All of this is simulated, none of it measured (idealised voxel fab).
process module | voxel self aligned vias
cross-section cut | 245 nm wide | cells 5 nm
A cross-section is a grid of square cells, given in bands from the top down. A band is one or more rows of cells.
Each band's line starts with the height of the band's top and of its bottom, in nm. Then come its materials from left to right, each with its width in nm. One material with "throughout" fills the band from edge to edge. "air" is empty space.
Height 0 is the level under which the wafer as received is all one material. The lowest band goes on downwards, as in "0 down".
A width such as "30 to 40" changes by the same amount from each row of cells to the next, from the band's top row to its bottom row.
"no change" after a step means that no cell of the cross-section changed.
closed voids: empty space of 8 cells or more with no open way to the top, each as width x height at its distance from the left edge, in nm
after a step's settings: what the simulator itself notes on the step
overlay nm, on a step with a mask: how far to the right of its planned place the mask lay; to the left if negative
plan
1 op RECEIVE | material Si
2 op CONFORMAL_DEP | material SiO2 | thk nm 10
3 op CONFORMAL_DEP | material SiCN | thk nm 5
4 op DIRECTIONAL_DEP | material lowk | thk nm 25
5 op MASKED_ETCH | tone open | mask id LINES | width nm 25 | pitch nm 60 | etch materials lowk | depth nm 25 | overlay nm 0
6 op CONFORMAL_DEP | material TiN | thk nm 5
7 op FILL_DEP | material W | thk nm 5
8 op CMP | height nm 40
9 op SELECTIVE_ETCH | etch materials W Ru TiN | depth nm 10
10 op FILL_DEP | material SiN | thk nm 5
11 op CMP | height nm 40
12 op DIRECTIONAL_DEP | material lowk | thk nm 20
13 op PATTERN | tone open | mask id VIAS | material resist | width nm 45 | pitch nm 60 | thk nm 20 | overlay nm 0
14 op DIRECTIONAL_ETCH | etch materials lowk | depth nm 20
15 op DIRECTIONAL_ETCH | etch materials SiN | depth nm 10
16 op STRIP | etch materials resist
17 op CONFORMAL_DEP | material TiN | thk nm 5
18 op FILL_DEP | material Ru | thk nm 5
19 op CMP | height nm 60
20 op CONFORMAL_DEP | material SiN | thk nm 5
as received, after step 1
  0 down: Si throughout
  closed voids: none
a wafer at the end: this start, this plan, one mistake
  65 to 60: SiN throughout
  60 to 45: lowk 75 | TiN 5 | Ru 35 | TiN 5 | lowk 15 | TiN 5 | Ru 35 | TiN 5 | lowk 65
  45 to 35: lowk 75 to 80 | TiN 10 to 5 | Ru 15 | TiN 20 to 5 | lowk 15 to 35 | TiN 10 to 5 | Ru 15 | TiN 20 to 5 | lowk 65 to 80
  35 to 30: lowk 80 | TiN 25 | lowk 35 | TiN 25 | lowk 80
  30 to 20: lowk 80 | TiN 5 | W 15 | TiN 5 | lowk 35 | TiN 5 | W 15 | TiN 5 | lowk 80
  20 to 15: lowk 80 | TiN 25 | lowk 35 | TiN 25 | lowk 80
  15 to 10: SiCN throughout
  10 to 0: SiO2 throughout
  0 down: Si throughout
  closed voids: none
what went wrong: step 13 ran as: op PATTERN | tone open | mask id VIAS | material resist | width nm 45 | pitch nm 60 | thk nm 20 | overlay nm 5
